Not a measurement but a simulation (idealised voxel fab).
The name of this process module is voxel capacitor over wiring.
Each square cell in cross-section cut measures 5 nm, and the section as a whole is 270 nm wide.
Square cells in a grid make up a cross-section in this document, and the grid is given as bands, listed from the top down, each one or more rows of cells.
Per band: top height and bottom height in nm, followed by the left-to-right materials and their widths in nm; "all across" marks a single material spanning edge to edge, "empty" marks empty space.
Convention: height 0 is the level below which the wafer, as received, is all one material. The lowest band does not terminate at the bottom but continues downward, represented as "0 and below".
You'd read "30..40" like this: the band's top row of cells is as wide as the first number, its bottom row is as wide as the second, and going down, every row changes width by the same amount as the row before did.
The cross-section has no changed cell in any step marked "remained unchanged".
The label "Enclosed void catalog" introduces a list of the empty spaces, 8 cells or larger, that have no open way up to the top; each entry in it reads width x height at distance, where the distance is taken from the left edge and all three are stated in nm.
If you see something after the settings on a step's line, that's the simulator's own remark about that step.
overlay nm: step with mask; distance mask lay right of planned place; negative value = left of planned place.
PLANNED STEP LIST FOR THE PROCESS
1,RECEIVE (material Si)
2,CONFORMAL_DEP (material SiO2; thk nm 10)
3,DIRECTIONAL_DEP (material TiN; thk nm 5)
4,DIRECTIONAL_DEP (material W; thk nm 15)
5,MASKED_ETCH (tone cover; mask id METAL_1; width nm 25; pitch nm 95; etch materials W; depth nm 15; overlay nm 0)
6,MASKED_ETCH (tone cover; mask id METAL_1; width nm 25; pitch nm 95; etch materials TiN; depth nm 5; overlay nm 0)
7,CONFORMAL_DEP (material SiCN; thk nm 5)
8,FILL_DEP (material lowk; thk nm 10)
9,CMP (height nm 30)
10,CONFORMAL_DEP (material SiCN; thk nm 5)
11,DIRECTIONAL_DEP (material SiO2; thk nm 10)
12,DIRECTIONAL_DEP (material aC; thk nm 15)
13,PATTERN (tone open; mask id PLUG_1; material resist; width nm 15; thk nm 30; overlay nm 0)
14,DIRECTIONAL_ETCH (etch materials aC; depth nm 15)
15,STRIP (etch materials resist)
16,DIRECTIONAL_ETCH (etch materials SiO2; depth nm 10)
17,DIRECTIONAL_ETCH (etch materials SiCN; depth nm 5)
18,STRIP (etch materials aC)
19,EPI (material Ru; thk nm 10)
20,EPI (material Ru; thk nm 5)
21,DIRECTIONAL_DEP (material TiN; thk nm 10)
22,DIRECTIONAL_DEP (material HfO2; thk nm 5)
23,DIRECTIONAL_DEP (material TiN; thk nm 5)
24,MASKED_ETCH (tone cover; mask id UPPER_PLATE; width nm 75; etch materials TiN; depth nm 5; overlay nm 0)
25,MASKED_ETCH (tone cover; mask id UPPER_PLATE; width nm 75; etch materials HfO2; depth nm 5; overlay nm 0)
26,DIRECTIONAL_DEP (material aC; thk nm 10)
27,PATTERN (tone cover; mask id LOWER_PLATE; material resist; width nm 85; thk nm 25; overlay nm 0)
28,DIRECTIONAL_ETCH (etch materials aC; depth nm 10)
29,STRIP (etch materials resist)
30,DIRECTIONAL_ETCH (etch materials TiN; depth nm 10)
31,STRIP (etch materials aC)
32,FILL_DEP (material SiO2; thk nm 20)
33,CMP (height nm 80)
34,PATTERN (tone open; mask id PLUG_2; material resist; width nm 15; thk nm 20; overlay nm 0)
35,DIRECTIONAL_ETCH (etch materials SiO2; depth nm 15)
36,STRIP (etch materials resist)
37,CONFORMAL_DEP (material TiN; thk nm 5)
38,FILL_DEP (material W; thk nm 10)
39,CMP (height nm 80)
40,CONFORMAL_DEP (material SiN; thk nm 5)
AS-RECEIVED STATE OF THE WAFER IN CROSS-SECTION, EQUIVALENT TO POST-STEP 1
- 0 and below | Si all across
- Enclosed void catalog: none
FINAL WAFER PROFILE IN CROSS-SECTION AFTER THE MODULE, FROM THE SAME START AND PLAN AS ABOVE, WITH ONE MISTAKE MADE DURING PROCESSING
- 85 down to 80 | SiN all across
- 80 down to 70 | SiO2 95, TiN 5, W 5, TiN 5, SiO2 160
- 70 down to 65 | SiO2 95, TiN 15, SiO2 160
- 65 down to 60 | SiO2 all across
- 60 down to 55 | SiO2 85, TiN 75, SiO2 110
- 55 down to 45 | SiO2 80, TiN 85, SiO2 105
- 45 down to 35 | SiO2 85, Ru 15, SiO2 170
- 35 down to 30 | SiCN 85, Ru 15, SiCN 170
- 30 down to 15 | lowk 70, SiCN 5, W 25, SiCN 5, lowk 60, SiCN 5, W 25, SiCN 5, lowk 70
- 15 down to 10 | SiCN 75, TiN 25, SiCN 70, TiN 25, SiCN 75
- 10 down to 0 | SiO2 all across
- 0 and below | Si all across
- Enclosed void catalog: none
Heads up, the wafer didn't run the way we planned it: with respect to the plan, step 22 was omitted and not executed
